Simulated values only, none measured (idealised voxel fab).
Name of the process module below: voxel transistor to metal
Section cut is 280 nm wide and gridded with 5 nm square cells.
Cross-section spec: square-cell grid; bands listed top down; each band is one or more rows.
This entry defines a band. It first specifies the height of the band's top and the height of its bottom in nm, and then specifies the band's materials from left to right, stating each material with its width in nm. The word "all across" identifies a single material that fills the band from edge to edge, while the word "air" identifies empty space.
Height is counted from the level 0, under which the received wafer is composed throughout of one material. The lowest of the bands is not closed at the bottom but continues downward, in the notation "0 -> down".
So if you see something like "30..40" for the width, read it as the top row of the band sitting at the first number and the bottom row at the second, with every row in between moving by the same amount as the last.
No cell of the cross-section changed in a step that is given as "no alteration".
Closed empty spaces (no open way to the top) of 8 cells or more are what "Closed cavities" lists, each as width x height at distance from the left edge, nm for all three.
Anything after a step's settings on that line? It's the simulator's own note about the step.
You can add "overlay nm" to a step's line. For a step with a mask, it describes how far the mask lay to the right of its planned position, and a negative number describes a lay to the left.

-- These are the steps we planned for the process
1 op RECEIVE | material Si
2 op OXIDIZE | depth nm 5
3 op CONFORMAL_DEP | material SiN | thk nm 10
4 op MASKED_ETCH | tone cover | mask id ACTIVE | width nm 110 | pitch nm 140 | etch materials SiN | depth nm 10 | overlay nm 0
5 op MASKED_ETCH | tone cover | mask id ACTIVE | width nm 110 | pitch nm 140 | etch materials SiO2 | depth nm 5 | overlay nm 0
6 op MASKED_ETCH | tone cover | mask id ACTIVE | width nm 110 | pitch nm 140 | etch materials Si | depth nm 25 | overlay nm 0
7 op FILL_DEP | material SiO2 | thk nm 15
8 op CMP | height nm 10
9 op SELECTIVE_ETCH | etch materials SiO2 | depth nm 5
10 op STRIP | etch materials SiN
11 op SELECTIVE_ETCH | etch materials SiO2 | depth nm 5
12 op OXIDIZE | depth nm 5
13 op DIRECTIONAL_DEP | material polySi | thk nm 20
14 op DIRECTIONAL_DEP | material SiCN | thk nm 15
15 op DIRECTIONAL_DEP | material aC | thk nm 10
16 op PATTERN | tone cover | mask id GATE | material resist | width nm 30 | pitch nm 140 | thk nm 30 | overlay nm 0
17 op DIRECTIONAL_ETCH | etch materials aC | depth nm 10
18 op STRIP | etch materials resist
19 op DIRECTIONAL_ETCH | etch materials SiCN | depth nm 25
20 op DIRECTIONAL_ETCH | etch materials polySi | depth nm 30
21 op STRIP | etch materials aC
22 op CONFORMAL_DEP | material SiN | thk nm 10
23 op DIRECTIONAL_ETCH | etch materials SiN | depth nm 10
24 op DIRECTIONAL_ETCH | etch materials SiO2 | depth nm 5
25 op DIRECTIONAL_ETCH | etch materials Si | depth nm 5
26 op EPI | material pSi | thk nm 5
27 op FILL_DEP | material SiO2 | thk nm 5
28 op CMP | height nm 15
29 op STRIP | etch materials polySi
30 op SELECTIVE_ETCH | etch materials SiO2 | depth nm 5
31 op CONFORMAL_DEP | material HfO2 | thk nm 5
32 op CONFORMAL_DEP | material TiN | thk nm 5
33 op FILL_DEP | material W | thk nm 5
34 op CMP | height nm 10
35 op DIRECTIONAL_DEP | material SiO2 | thk nm 15
36 op DIRECTIONAL_DEP | material aC | thk nm 10
37 op PATTERN | tone open | mask id CONTACT | material resist | width nm 20 | thk nm 25 | overlay nm 0
38 op DIRECTIONAL_ETCH | etch materials aC | depth nm 10
39 op STRIP | etch materials resist
40 op DIRECTIONAL_ETCH | etch materials SiO2 | depth nm 35
41 op STRIP | etch materials aC
42 op CONFORMAL_DEP | material TiN | thk nm 5
43 op FILL_DEP | material W | thk nm 10
44 op CMP | height nm 25
45 op CONFORMAL_DEP | material SiN | thk nm 5
46 op DIRECTIONAL_DEP | material SiO2 | thk nm 20
47 op DIRECTIONAL_DEP | material aC | thk nm 15
48 op PATTERN | tone open | mask id METAL_1 | material resist | width nm 20 | thk nm 35 | overlay nm 0
49 op DIRECTIONAL_ETCH | etch materials aC | depth nm 15
50 op STRIP | etch materials resist
51 op DIRECTIONAL_ETCH | etch materials SiO2 | depth nm 20
52 op DIRECTIONAL_ETCH | etch materials SiN | depth nm 5
53 op STRIP | etch materials aC
54 op CONFORMAL_DEP | material TiN | thk nm 5
55 op FILL_DEP | material Cu | thk nm 5
56 op CMP | height nm 50
57 op EPI | material Ru | thk nm 5
58 op FILL_DEP | material SiCN | thk nm 5
59 op DIRECTIONAL_DEP | material lowk | thk nm 30
60 op MASKED_ETCH | tone open | mask id METAL_2_HOLES | width nm 15 | pitch nm 140 | etch materials lowk | depth nm 30 | overlay nm 0
61 op PATTERN | tone open | mask id METAL_2 | material resist | width nm 20 | pitch nm 140 | thk nm 15 | overlay nm 0
62 op DIRECTIONAL_ETCH | etch materials lowk | depth nm 15
63 op DIRECTIONAL_ETCH | etch materials SiCN | depth nm 5
64 op STRIP | etch materials resist
65 op CONFORMAL_DEP | material TiN | thk nm 5
66 op FILL_DEP | material Cu | thk nm 5
67 op CMP | height nm 90
68 op CONFORMAL_DEP | material SiCN | thk nm 5

-- So this is the incoming wafer in cross-section - it's already been through step 1
- 0 -> down: Si all across
- Closed cavities: none

-- Cross-section, first of two wafers, end of module, run as planned
- 95 -> 90: SiCN all across
- 90 -> 80: 20 nm lowk, then 5 nm TiN, then 10 nm Cu, then 5 nm TiN, then 120 nm lowk, then 5 nm TiN, then 10 nm Cu, then 5 nm TiN, then 100 nm lowk
- 80 -> 75: 20 nm lowk, then 5 nm TiN, then 5 nm Cu, then 10 nm TiN, then 120 nm lowk, then 5 nm TiN, then 5 nm Cu, then 10 nm TiN, then 100 nm lowk
- 75 -> 60: 20 nm lowk, then 5 nm TiN, then 5 nm Cu, then 5 nm TiN, then 125 nm lowk, then 5 nm TiN, then 5 nm Cu, then 5 nm TiN, then 105 nm lowk
- 60 -> 55: 20 nm SiCN, then 15 nm TiN, then 125 nm SiCN, then 15 nm TiN, then 105 nm SiCN
- 55 -> 50: 15 nm SiCN, then 30 nm Ru, then 50 nm SiCN, then 30 nm Ru, then 30 nm SiCN, then 30 nm Ru, then 50 nm SiCN, then 30 nm Ru, then 15 nm SiCN
- 50 -> 30: 20 nm SiO2, then 5 nm TiN, then 10 nm Cu, then 5 nm TiN, then 60 nm SiO2, then 5 nm TiN, then 10 nm Cu, then 5 nm TiN, then 40 nm SiO2, then 5 nm TiN, then 10 nm Cu, then 5 nm TiN, then 60 nm SiO2, then 5 nm TiN, then 10 nm Cu, then 5 nm TiN, then 20 nm SiO2
- 30 -> 25: 20 nm SiN, then 20 nm TiN, then 60 nm SiN, then 20 nm TiN, then 40 nm SiN, then 20 nm TiN, then 60 nm SiN, then 20 nm TiN, then 20 nm SiN
- 25 -> 10: 20 nm SiO2, then 5 nm TiN, then 10 nm W, then 5 nm TiN, then 60 nm SiO2, then 5 nm TiN, then 10 nm W, then 5 nm TiN, then 40 nm SiO2, then 5 nm TiN, then 10 nm W, then 5 nm TiN, then 60 nm SiO2, then 5 nm TiN, then 10 nm W, then 5 nm TiN, then 20 nm SiO2
- 10 -> 0: 20 nm SiO2, then 5 nm TiN, then 10 nm W, then 5 nm TiN, then 5 nm SiO2, then 10 nm SiN, then 5 nm HfO2, then 5 nm TiN, then 10 nm W, then 5 nm TiN, then 5 nm HfO2, then 10 nm SiN, then 5 nm SiO2, then 5 nm TiN, then 10 nm W, then 5 nm TiN, then 40 nm SiO2, then 5 nm TiN, then 10 nm W, then 5 nm TiN, then 5 nm SiO2, then 10 nm SiN, then 5 nm HfO2, then 5 nm TiN, then 10 nm W, then 5 nm TiN, then 5 nm HfO2, then 10 nm SiN, then 5 nm SiO2, then 5 nm TiN, then 10 nm W, then 5 nm TiN, then 20 nm SiO2
- 0 -> -5: 10 nm SiO2, then 10 nm SiN, then 10 nm TiN, then 5 nm W, then 5 nm TiN, then 5 nm SiO2, then 10 nm SiN, then 5 nm HfO2, then 20 nm TiN, then 5 nm HfO2, then 10 nm SiN, then 5 nm SiO2, then 5 nm TiN, then 5 nm W, then 10 nm TiN, then 10 nm SiN, then 20 nm SiO2, then 10 nm SiN, then 10 nm TiN, then 5 nm W, then 5 nm TiN, then 5 nm SiO2, then 10 nm SiN, then 5 nm HfO2, then 20 nm TiN, then 5 nm HfO2, then 10 nm SiN, then 5 nm SiO2, then 5 nm TiN, then 5 nm W, then 10 nm TiN, then 10 nm SiN, then 10 nm SiO2
- -5 -> -10: 20 nm SiO2, then 5 nm pSi, then 15 nm TiN, then 5 nm pSi, then 5 nm SiO2, then 40 nm HfO2, then 5 nm SiO2, then 5 nm pSi, then 15 nm TiN, then 5 nm pSi, then 40 nm SiO2, then 5 nm pSi, then 15 nm TiN, then 5 nm pSi, then 5 nm SiO2, then 40 nm HfO2, then 5 nm SiO2, then 5 nm pSi, then 15 nm TiN, then 5 nm pSi, then 20 nm SiO2
- -10 -> -15: 15 nm SiO2, then 5 nm Si, then 25 nm pSi, then 50 nm Si, then 25 nm pSi, then 5 nm Si, then 30 nm SiO2, then 5 nm Si, then 25 nm pSi, then 50 nm Si, then 25 nm pSi, then 5 nm Si, then 15 nm SiO2
- -15 -> -30: 15 nm SiO2, then 110 nm Si, then 30 nm SiO2, then 110 nm Si, then 15 nm SiO2
- -30 -> down: Si all across
- Closed cavities: none

-- What the second wafer looks like in cross-section once the module is done. Its start and its plan matched the first wafer's exactly; what differed was one mistake in how it was run
- 95 -> 90: SiCN all across
- 90 -> 80: 15 nm lowk, then 5 nm TiN, then 10 nm Cu, then 5 nm TiN, then 120 nm lowk, then 5 nm TiN, then 10 nm Cu, then 5 nm TiN, then 105 nm lowk
- 80 -> 75: 15 nm lowk, then 10 nm TiN, then 5 nm Cu, then 5 nm TiN, then 120 nm lowk, then 10 nm TiN, then 5 nm Cu, then 5 nm TiN, then 105 nm lowk
- 75 -> 60: 20 nm lowk, then 5 nm TiN, then 5 nm Cu, then 5 nm TiN, then 125 nm lowk, then 5 nm TiN, then 5 nm Cu, then 5 nm TiN, then 105 nm lowk
- 60 -> 55: 20 nm SiCN, then 15 nm TiN, then 125 nm SiCN, then 15 nm TiN, then 105 nm SiCN
- 55 -> 50: 15 nm SiCN, then 30 nm Ru, then 50 nm SiCN, then 30 nm Ru, then 30 nm SiCN, then 30 nm Ru, then 50 nm SiCN, then 30 nm Ru, then 15 nm SiCN
- 50 -> 30: 20 nm SiO2, then 5 nm TiN, then 10 nm Cu, then 5 nm TiN, then 60 nm SiO2, then 5 nm TiN, then 10 nm Cu, then 5 nm TiN, then 40 nm SiO2, then 5 nm TiN, then 10 nm Cu, then 5 nm TiN, then 60 nm SiO2, then 5 nm TiN, then 10 nm Cu, then 5 nm TiN, then 20 nm SiO2
- 30 -> 25: 20 nm SiN, then 20 nm TiN, then 60 nm SiN, then 20 nm TiN, then 40 nm SiN, then 20 nm TiN, then 60 nm SiN, then 20 nm TiN, then 20 nm SiN
- 25 -> 10: 20 nm SiO2, then 5 nm TiN, then 10 nm W, then 5 nm TiN, then 60 nm SiO2, then 5 nm TiN, then 10 nm W, then 5 nm TiN, then 40 nm SiO2, then 5 nm TiN, then 10 nm W, then 5 nm TiN, then 60 nm SiO2, then 5 nm TiN, then 10 nm W, then 5 nm TiN, then 20 nm SiO2
- 10 -> 0: 20 nm SiO2, then 5 nm TiN, then 10 nm W, then 5 nm TiN, then 5 nm SiO2, then 10 nm SiN, then 5 nm HfO2, then 5 nm TiN, then 10 nm W, then 5 nm TiN, then 5 nm HfO2, then 10 nm SiN, then 5 nm SiO2, then 5 nm TiN, then 10 nm W, then 5 nm TiN, then 40 nm SiO2, then 5 nm TiN, then 10 nm W, then 5 nm TiN, then 5 nm SiO2, then 10 nm SiN, then 5 nm HfO2, then 5 nm TiN, then 10 nm W, then 5 nm TiN, then 5 nm HfO2, then 10 nm SiN, then 5 nm SiO2, then 5 nm TiN, then 10 nm W, then 5 nm TiN, then 20 nm SiO2
- 0 -> -5: 10 nm SiO2, then 10 nm SiN, then 10 nm TiN, then 5 nm W, then 5 nm TiN, then 5 nm SiO2, then 10 nm SiN, then 5 nm HfO2, then 20 nm TiN, then 5 nm HfO2, then 10 nm SiN, then 5 nm SiO2, then 5 nm TiN, then 5 nm W, then 10 nm TiN, then 10 nm SiN, then 20 nm SiO2, then 10 nm SiN, then 10 nm TiN, then 5 nm W, then 5 nm TiN, then 5 nm SiO2, then 10 nm SiN, then 5 nm HfO2, then 20 nm TiN, then 5 nm HfO2, then 10 nm SiN, then 5 nm SiO2, then 5 nm TiN, then 5 nm W, then 10 nm TiN, then 10 nm SiN, then 10 nm SiO2
- -5 -> -10: 20 nm SiO2, then 5 nm pSi, then 15 nm TiN, then 5 nm pSi, then 5 nm SiO2, then 40 nm HfO2, then 5 nm SiO2, then 5 nm pSi, then 15 nm TiN, then 5 nm pSi, then 40 nm SiO2, then 5 nm pSi, then 15 nm TiN, then 5 nm pSi, then 5 nm SiO2, then 40 nm HfO2, then 5 nm SiO2, then 5 nm pSi, then 15 nm TiN, then 5 nm pSi, then 20 nm SiO2
- -10 -> -15: 15 nm SiO2, then 5 nm Si, then 25 nm pSi, then 50 nm Si, then 25 nm pSi, then 5 nm Si, then 30 nm SiO2, then 5 nm Si, then 25 nm pSi, then 50 nm Si, then 25 nm pSi, then 5 nm Si, then 15 nm SiO2
- -15 -> -30: 15 nm SiO2, then 110 nm Si, then 30 nm SiO2, then 110 nm Si, then 15 nm SiO2
- -30 -> down: Si all across
- Closed cavities: none
Deviation noted in wafer processing: step 61 went in with a setting other than planned; the actual run was op PATTERN | tone open | mask id METAL_2 | material resist | width nm 20 | pitch nm 140 | thk nm 15 | overlay nm -5
The concluding comparison shows that, measured in cells, each material is equally abundant on both wafers, albeit at different positions.
